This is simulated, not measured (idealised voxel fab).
The process module presented herein is designated voxel ribs on slabs.
Xsec cut, 250 nm wide, square cell size 5 nm.
A cross-section is written here as square cells arranged in a grid, and it is given in bands from the top down, each band taking up one or more rows of cells. Top, bottom (nm), then materials left to right with widths (nm); lone material tagged "everywhere" fills the whole band edge to edge; "blank" = empty space. It should be noted that heights are counted from 0, beneath which the wafer as supplied is of one material throughout, and that the lowest band possesses no lower boundary but continues downward, as written in "top 0, no bottom". The width entry "30 to 40" should be interpreted row by row: the top row of cells in the band takes the first number, the bottom row takes the second number, and the change between adjacent rows is uniform throughout. "no change occurred" (step): cross-section cells unchanged, all of them. Catalogued sealed voids: empty space of 8 cells or more with no open way to the top, each as width x height at its distance from the left edge, in nm. On a step's line, text after the settings is the simulator commenting on that step. overlay nm: where the mask lay relative to plan, measured to the right, on steps with a mask; negatives go left.

# plan
1: RECEIVE, material Si
2: DIRECTIONAL_DEP, material SiO2, thk nm 20
3: DIRECTIONAL_DEP, material polySi, thk nm 15
4: DIRECTIONAL_DEP, material aC, thk nm 15
5: PATTERN, tone cover, mask id RIB, material resist, width nm 25, thk nm 35, overlay nm 0
6: DIRECTIONAL_ETCH, etch materials aC, depth nm 15
7: STRIP, etch materials resist
8: DIRECTIONAL_ETCH, etch materials polySi, depth nm 10
9: STRIP, etch materials aC
10: PATTERN, tone cover, mask id SLAB, material resist, width nm 75, thk nm 20, overlay nm 0
11: DIRECTIONAL_ETCH, etch materials polySi, depth nm 5
12: STRIP, etch materials resist
13: FILL_DEP, material SiO2, thk nm 15
14: CMP, height nm 45
15: DIRECTIONAL_DEP, material W, thk nm 10
16: MASKED_ETCH, tone cover, mask id HEATER, width nm 35, etch materials W, depth nm 10, overlay nm 0
17: CONFORMAL_DEP, material SiN, thk nm 5

# This is the cross-section of the wafer as we received it, i.e. after step 1
* top 0, no bottom | Si everywhere
* Catalogued sealed voids: none

# Look at the cross-section after the module: the wafer started out the way shown above and the plan was the one shown above, yet one mistake was made along the way
* top 55, bottom 45 | blank (105) | W (35) | blank (110)
* top 45, bottom 35 | SiO2 everywhere
* top 35, bottom 25 | SiO2 (110) | polySi (25) | SiO2 (115)
* top 25, bottom 20 | SiO2 (85) | polySi (75) | SiO2 (90)
* top 20, bottom 0 | SiO2 everywhere
* top 0, no bottom | Si everywhere
* Catalogued sealed voids: none
In executing the process, a mistake was made relative to the plan: plan step 17 was not performed, having been skipped
